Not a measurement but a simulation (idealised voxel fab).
process module | voxel ribs on slabs
This is section cut - it's 260 nm across, gridded in 5 nm square cells.
Notation: cross-section as square-cell grid; stated in bands, top first, going down; one or more cell rows per band.
Band: top and bottom heights (nm) first, top before bottom; then materials from left to right, widths in nm. "edge to edge" marks a sole material filling the band edge to edge. "empty" denotes empty space.
All heights in this document are referenced to 0, defined as the level beneath which the wafer, as received, consists entirely of one material. The lowest band is not bounded below; it extends indefinitely downward and is written in the form "z 0 and below".
The notation "30 to 40" denotes a width that varies across the rows of cells in the band, beginning at the first number in the top row, finishing at the second number in the bottom row, and changing by an identical amount from each row to the next.
For the purposes of this document, the phrase "nothing changed" attached to a step denotes that no cell within the cross-section was modified by that step.
This entry, "Completely enclosed voids", enumerates those empty regions of no fewer than 8 cells that possess no open connection to the top. Each region is reported in the form width x height at distance, the distance being taken from the left edge, with all three quantities expressed in nm.
Whatever follows a step's settings on its line is a remark the simulator itself makes about that step.
overlay nm, on a step with a mask: how far to the right of its planned place the mask lay; to the left if negative
Set out below are the planned steps of the process:
step 1: RECEIVE [material Si]
step 2: DIRECTIONAL_DEP [material SiO2] [thk nm 25]
step 3: DIRECTIONAL_DEP [material polySi] [thk nm 25]
step 4: MASKED_ETCH [tone cover] [mask id RIB] [width nm 25] [etch materials polySi] [depth nm 20] [overlay nm 0]
step 5: PATTERN [tone cover] [mask id SLAB] [material resist] [width nm 65] [thk nm 20] [overlay nm 0]
step 6: DIRECTIONAL_ETCH [etch materials polySi] [depth nm 5]
step 7: STRIP [etch materials resist]
step 8: FILL_DEP [material SiO2] [thk nm 30]
step 9: CMP [height nm 70]
step 10: DIRECTIONAL_DEP [material TiN] [thk nm 5]
step 11: DIRECTIONAL_DEP [material aC] [thk nm 15]
step 12: PATTERN [tone cover] [mask id HEATER] [material resist] [width nm 35] [thk nm 35] [overlay nm 0]
step 13: DIRECTIONAL_ETCH [etch materials aC] [depth nm 15]
step 14: STRIP [etch materials resist]
step 15: DIRECTIONAL_ETCH [etch materials TiN] [depth nm 5]
step 16: STRIP [etch materials aC]
step 17: CONFORMAL_DEP [material SiO2] [thk nm 10]
Cross-sectional view of the wafer in its as-received condition, corresponding to the state after step 1:
> z 0 and below | Si edge to edge
> Completely enclosed voids: none
Sectioned view, first of two wafers, at the close of the module, processed as intended in the plan:
> z 85 to 80 | empty 100  SiO2 55  empty 105
> z 80 to 75 | SiO2 edge to edge
> z 75 to 70 | SiO2 110  TiN 35  SiO2 115
> z 70 to 50 | SiO2 edge to edge
> z 50 to 30 | SiO2 115  polySi 25  SiO2 120
> z 30 to 25 | SiO2 95  polySi 65  SiO2 100
> z 25 to 0 | SiO2 edge to edge
> z 0 and below | Si edge to edge
> Completely enclosed voids: none
Cross-sectional image of the second wafer of the two following completion of the module. Starting state and process plan were the same as for the first wafer; one execution error occurred:
> z 85 to 80 | empty 100  SiO2 55  empty 105
> z 80 to 75 | SiO2 edge to edge
> z 75 to 70 | SiO2 110  TiN 35  SiO2 115
> z 70 to 25 | SiO2 edge to edge
> z 25 to 0 | polySi edge to edge
> z 0 and below | Si edge to edge
> Completely enclosed voids: none
Processing error: steps 2 and 3 of the plan were run in the wrong order, each in the other's place
Count the cells at the end and the second wafer has more or fewer of some materials than the first: SiO2: 227 fewer, polySi: 227 more
